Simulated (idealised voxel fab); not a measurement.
Proc. module: voxel wiring stack
We display cut, a cross-section 215 nm in width whose square cells are each 5 nm.
Notation: cross-section as square-cell grid; stated in bands, top first, going down; one or more cell rows per band. The entry gives the band's vertical extent as a top height and a bottom height in nm, then its horizontal make-up as materials from left to right, each with a width in nm. "blank" stands for empty space; a single material marked "all across" fills the band edge to edge. Zero point of the height axis is 0; under it, received wafer = one material. Lowest band: continues down indefinitely, "from 0 down". You'd read "30 to 40" like this: the band's top row of cells is as wide as the first number, its bottom row is as wide as the second, and going down, every row changes width by the same amount as the row before did. No cell of the cross-section changed in a step that is given as "remained the same". "Voids lacking openings" enumerates empty spaces isolated from the top, with no open way to it, that contain at least 8 cells, giving each as width x height at distance from the left edge, all three in nm. Read whatever lies past the settings on a step's line as the simulator's own remark about the step. "overlay nm", when on a step's line for a step with a mask, measures how far to the right of its planned place the mask lay; a negative measure means to the left.

-- Steps planned for the process
1. RECEIVE | material Si
2. CONFORMAL_DEP | material SiO2 | thk nm 10
3. CONFORMAL_DEP | material SiN | thk nm 5
4. DIRECTIONAL_DEP | material SiO2 | thk nm 20
5. PATTERN | tone open | mask id METAL_1 | material resist | width nm 30 | pitch nm 50 | thk nm 15 | overlay nm 0
6. DIRECTIONAL_ETCH | etch materials SiO2 | depth nm 20
7. DIRECTIONAL_ETCH | etch materials SiN | depth nm 5
8. STRIP | etch materials resist
9. CONFORMAL_DEP | material TiN | thk nm 5
10. FILL_DEP | material W | thk nm 5
11. CMP | height nm 35
12. CONFORMAL_DEP | material SiCN | thk nm 5
13. DIRECTIONAL_DEP | material SiO2 | thk nm 10
14. DIRECTIONAL_DEP | material aC | thk nm 15
15. PATTERN | tone open | mask id PLUG_1 | material resist | width nm 15 | pitch nm 100 | thk nm 35 | overlay nm 0
16. DIRECTIONAL_ETCH | etch materials aC | depth nm 15
17. STRIP | etch materials resist
18. DIRECTIONAL_ETCH | etch materials SiO2 | depth nm 10
19. DIRECTIONAL_ETCH | etch materials SiCN | depth nm 5
20. STRIP | etch materials aC
21. EPI | material Ru | thk nm 10
22. EPI | material Ru | thk nm 5
23. DIRECTIONAL_DEP | material TiN | thk nm 5
24. DIRECTIONAL_DEP | material Ru | thk nm 25
25. PATTERN | tone cover | mask id METAL_2 | material resist | width nm 30 | pitch nm 50 | thk nm 15 | overlay nm 0
26. DIRECTIONAL_ETCH | etch materials Ru | depth nm 25
27. DIRECTIONAL_ETCH | etch materials TiN | depth nm 5
28. STRIP | etch materials resist
29. CONFORMAL_DEP | material SiN | thk nm 5
30. FILL_DEP | material SiO2 | thk nm 5
31. CMP | height nm 80
32. CONFORMAL_DEP | material SiCN | thk nm 5
33. DIRECTIONAL_DEP | material lowk | thk nm 25
34. DIRECTIONAL_DEP | material aC | thk nm 10
35. PATTERN | tone open | mask id METAL_3_HOLES | material resist | width nm 15 | pitch nm 50 | thk nm 30 | overlay nm 0
36. DIRECTIONAL_ETCH | etch materials aC | depth nm 10
37. STRIP | etch materials resist
38. DIRECTIONAL_ETCH | etch materials lowk | depth nm 25
39. STRIP | etch materials aC
40. DIRECTIONAL_DEP | material aC | thk nm 15
41. PATTERN | tone open | mask id METAL_3 | material resist | width nm 30 | pitch nm 50 | thk nm 35 | overlay nm 0
42. DIRECTIONAL_ETCH | etch materials aC | depth nm 15
43. STRIP | etch materials resist
44. DIRECTIONAL_ETCH | etch materials lowk | depth nm 15
45. DIRECTIONAL_ETCH | etch materials SiCN | depth nm 5
46. STRIP | etch materials aC
47. CONFORMAL_DEP | material TiN | thk nm 5
48. FILL_DEP | material Cu | thk nm 10
49. CMP | height nm 110
50. CONFORMAL_DEP | material SiCN | thk nm 5
51. DIRECTIONAL_DEP | material lowk | thk nm 15
52. PATTERN | tone open | mask id PLUG_3 | material resist | width nm 15 | pitch nm 50 | thk nm 20 | overlay nm 0
53. DIRECTIONAL_ETCH | etch materials lowk | depth nm 15
54. DIRECTIONAL_ETCH | etch materials SiCN | depth nm 5
55. STRIP | etch materials resist
56. CONFORMAL_DEP | material TiN | thk nm 5
57. FILL_DEP | material Ru | thk nm 5
58. CMP | height nm 130
59. CONFORMAL_DEP | material SiCN | thk nm 5
60. DIRECTIONAL_DEP | material SiO2 | thk nm 25
61. MASKED_ETCH | tone open | mask id METAL_4 | width nm 30 | pitch nm 50 | etch materials SiO2 | depth nm 25 | overlay nm 0
62. MASKED_ETCH | tone open | mask id METAL_4 | width nm 30 | pitch nm 50 | etch materials SiCN | depth nm 5 | overlay nm 0
63. CONFORMAL_DEP | material TiN | thk nm 5
64. FILL_DEP | material Cu | thk nm 10
65. CMP | height nm 160
66. EPI | material Ru | thk nm 5
67. FILL_DEP | material SiCN | thk nm 5

-- Step 1 complete: cross-section of the wafer as received
from 0 down  Si all across
Voids lacking openings: none

-- This is how the wafer looks in cross-section once the module is done, given the starting state and plan above and one mistake in carrying the plan out
from 170 to 165  SiCN all across
from 165 to 160  Ru (45)  SiCN (20)  Ru (30)  SiCN (20)  Ru (30)  SiCN (20)  Ru (50)
from 160 to 140  Cu (35)  TiN (5)  SiO2 (30)  TiN (5)  Cu (10)  TiN (5)  SiO2 (30)  TiN (5)  Cu (10)  TiN (5)  SiO2 (30)  TiN (5)  Cu (40)
from 140 to 135  TiN (40)  SiO2 (30)  TiN (20)  SiO2 (30)  TiN (20)  SiO2 (30)  TiN (45)
from 135 to 130  SiCN all across
from 130 to 115  lowk (40)  TiN (5)  Ru (5)  TiN (5)  lowk (35)  TiN (5)  Ru (5)  TiN (5)  lowk (35)  TiN (5)  Ru (5)  TiN (5)  lowk (60)
from 115 to 110  SiCN (40)  TiN (15)  SiCN (35)  TiN (15)  SiCN (35)  TiN (15)  SiCN (60)
from 110 to 100  lowk (40)  TiN (5)  Cu (20)  TiN (5)  lowk (20)  TiN (5)  Cu (20)  TiN (5)  lowk (20)  TiN (5)  Cu (20)  TiN (5)  lowk (45)
from 100 to 95  lowk (40)  TiN (5)  Cu (5)  TiN (20)  lowk (20)  TiN (5)  Cu (5)  TiN (20)  lowk (20)  TiN (5)  Cu (5)  TiN (20)  lowk (45)
from 95 to 85  lowk (40)  TiN (5)  Cu (5)  TiN (5)  lowk (35)  TiN (5)  Cu (5)  TiN (5)  lowk (35)  TiN (5)  Cu (5)  TiN (5)  lowk (60)
from 85 to 80  SiCN (40)  TiN (15)  SiCN (35)  TiN (15)  SiCN (35)  TiN (15)  SiCN (60)
from 80 to 55  SiO2 (35)  SiN (5)  Ru (30)  SiN (5)  SiO2 (10)  SiN (5)  Ru (30)  SiN (5)  SiO2 (10)  SiN (5)  Ru (30)  SiN (5)  SiO2 (40)
from 55 to 50  SiN (40)  TiN (30)  SiN (20)  TiN (30)  SiN (20)  TiN (30)  SiN (45)
from 50 to 40  SiO2 (40)  Ru (15)  SiO2 (85)  Ru (15)  SiO2 (60)
from 40 to 35  SiCN (40)  Ru (15)  SiCN (85)  Ru (15)  SiCN (60)
from 35 to 15  SiO2 (40)  TiN (5)  W (20)  TiN (5)  SiO2 (20)  TiN (5)  W (20)  TiN (5)  SiO2 (20)  TiN (5)  W (20)  TiN (5)  SiO2 (45)
from 15 to 10  SiN (40)  TiN (30)  SiN (20)  TiN (30)  SiN (20)  TiN (30)  SiN (45)
from 10 to 0  SiO2 all across
from 0 down  Si all across
Voids lacking openings: none
Misprocessing identified: step 61 did not use the planned setting and instead ran as MASKED_ETCH | tone cover | mask id METAL_4 | width nm 30 | pitch nm 50 | etch materials SiO2 | depth nm 25 | overlay nm 0
